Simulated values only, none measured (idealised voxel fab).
Documented hereafter: the process module known as voxel ribs on slabs.
The cross-section shown here is cut; it is 195 nm wide and divided into square cells measuring 5 nm on a side.
Throughout this document, each cross-section is represented as a grid of square cells and is presented as a sequence of bands enumerated from the top downward, where a band comprises one or more rows of cells. Each band's line starts with the height of the band's top and of its bottom, in nm. Then come its materials from left to right, each with its width in nm. One material with "throughout" fills the band from edge to edge. "air" is empty space. Height is counted from the level 0, under which the received wafer is composed throughout of one material. The lowest of the bands is not closed at the bottom but continues downward, in the notation "0 and below". Width: "30->40" (first number = top row, second number = bottom row, same change from row to row of cells). "changes: none", as given for a step, is the statement that not any cell of the cross-section underwent a change during that step. The entry "Closed voids list" lists the empty spaces that cover at least 8 cells and have no open path to the top. Each is written as width x height at distance, where the distance is measured from the left edge and all three values are in nm. Heads up: the bit after the settings on a step's line is the simulator's remark on that step. Steps that use a mask can have "overlay nm" on their line. It says how far the mask sat to the right of where it was meant to be. Negative means to the left.
**Steps planned for the process**
1,RECEIVE,material Si
2,DIRECTIONAL_DEP,material SiO2,thk nm 25
3,DIRECTIONAL_DEP,material polySi,thk nm 15
4,DIRECTIONAL_DEP,material aC,thk nm 15
5,PATTERN,tone cover,mask id RIB,material resist,width nm 15,thk nm 35,overlay nm 0
6,DIRECTIONAL_ETCH,etch materials aC,depth nm 15
7,STRIP,etch materials resist
8,DIRECTIONAL_ETCH,etch materials polySi,depth nm 10
9,STRIP,etch materials aC
10,MASKED_ETCH,tone cover,mask id SLAB,width nm 45,etch materials polySi,depth nm 5,overlay nm 0
11,FILL_DEP,material SiO2,thk nm 20
12,CMP,height nm 50
13,DIRECTIONAL_DEP,material W,thk nm 5
14,PATTERN,tone cover,mask id HEATER,material resist,width nm 25,thk nm 15,overlay nm 0
15,DIRECTIONAL_ETCH,etch materials W,depth nm 5
16,STRIP,etch materials resist
17,CONFORMAL_DEP,material SiN,thk nm 5
**The cross-section here shows the wafer as received, i.e. in its state after step 1**
0 and below  Si throughout
Closed voids list: none
**Cross-section at module end, one run error; start and plan unchanged from above**
60 down to 55  air (80), then SiN (35), then air (80)
55 down to 50  SiN (85), then W (25), then SiN (85)
50 down to 40  SiO2 throughout
40 down to 30  SiO2 (80), then polySi (15), then SiO2 (100)
30 down to 25  SiO2 (75), then polySi (45), then SiO2 (75)
25 down to 0  SiO2 throughout
0 and below  Si throughout
Closed voids list: none
The plan and the run diverged here: step 5 off recipe, ran as PATTERN,tone cover,mask id RIB,material resist,width nm 15,thk nm 35,overlay nm -10
